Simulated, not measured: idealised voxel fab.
Process module in this document: voxel plated lines
For reference, the cross-section in this document is cut, with width 180 nm and square cells of 5 nm.
Just so we're on the same page, the cross-sections are grids of square cells, and they're listed out in bands top to bottom, each band one or more rows deep. Top, bottom (nm), then materials left to right with widths (nm); lone material tagged "all across" fills the whole band edge to edge; "empty" = empty space. Zero point of the height axis is 0; under it, received wafer = one material. Lowest band: continues down indefinitely, "0 and below". A two-number width, for instance "30..40", indicates that the width is equal to the first number in the top row of the band and to the second number in the bottom row, and that it changes by a constant amount per row of cells. The cross-section has no changed cell in any step marked "remained unchanged". Empty spaces counting at least 8 cells and having no open way to the top are listed in "Closed voids list". The notation width x height at distance is used for each, the distance being from the left edge and all three values in nm. What comes after the settings on a step's line is commentary from the simulator itself on that step. On any step carrying a mask, the "overlay nm" setting, if present on the step's line, tells how far right of its planned place the mask lay; negative values point to the left.
[The process steps that were planned are listed below]
1,RECEIVE,material Si
2,CONFORMAL_DEP,material SiN,thk nm 10
3,DIRECTIONAL_DEP,material TiN,thk nm 5
4,PATTERN,tone open,mask id LINES,material resist,width nm 15,pitch nm 40,thk nm 30,overlay nm 0
5,EPI,material Ru,thk nm 10
6,EPI,material Ru,thk nm 10
7,STRIP,etch materials resist
8,DIRECTIONAL_ETCH,etch materials TiN,depth nm 5
9,CONFORMAL_DEP,material SiCN,thk nm 10
Variable across wafers: step 4 width nm (plan value is that of the first wafer; starting state common to all).
[Received wafers, first of several: cross-section after step 1]
0 and below: Si all across
Closed voids list: none
[Here is the cross-section of the first of several wafers at the end of the module, after its last step, step 9]
45 down to 35: 10 empty, then 35 SiCN, then 5 empty, then 35 SiCN, then 5 empty, then 35 SiCN, then 5 empty, then 35 SiCN, then 15 empty
35 down to 20: 10 empty, then 10 SiCN, then 15 Ru, then 10 SiCN, then 5 empty, then 10 SiCN, then 15 Ru, then 10 SiCN, then 5 empty, then 10 SiCN, then 15 Ru, then 10 SiCN, then 5 empty, then 10 SiCN, then 15 Ru, then 10 SiCN, then 15 empty
20 down to 15: 20 SiCN, then 15 Ru, then 25 SiCN, then 15 Ru, then 25 SiCN, then 15 Ru, then 25 SiCN, then 15 Ru, then 25 SiCN
15 down to 10: 20 SiCN, then 15 TiN, then 25 SiCN, then 15 TiN, then 25 SiCN, then 15 TiN, then 25 SiCN, then 15 TiN, then 25 SiCN
10 down to 0: SiN all across
0 and below: Si all across
Closed voids list: none
[Here's the last wafer cross-sectioned at the end of the module]
45 down to 35: 5 empty, then 165 SiCN, then 10 empty
35 down to 20: 5 empty, then 10 SiCN, then 25 Ru, then 15 SiCN, then 25 Ru, then 15 SiCN, then 25 Ru, then 15 SiCN, then 25 Ru, then 10 SiCN, then 10 empty
20 down to 15: 15 SiCN, then 25 Ru, then 15 SiCN, then 25 Ru, then 15 SiCN, then 25 Ru, then 15 SiCN, then 25 Ru, then 20 SiCN
15 down to 10: 15 SiCN, then 25 TiN, then 15 SiCN, then 25 TiN, then 15 SiCN, then 25 TiN, then 15 SiCN, then 25 TiN, then 20 SiCN
10 down to 0: SiN all across
0 and below: Si all across
Closed voids list: none
[So in this table every wafer gets its own row, and what you see is where it stands at the end of the module: for each material, how many cells it picked up (+) or gave up (-) since we received it, and after that its closed voids]
width nm 15, +48 Ru, +152 SiCN, +72 SiN, +12 TiN, Closed voids list: none
width nm 20, +64 Ru, +152 SiCN, +72 SiN, +16 TiN, Closed voids list: none
width nm 25, +80 Ru, +137 SiCN, +72 SiN, +20 TiN, Closed voids list: none
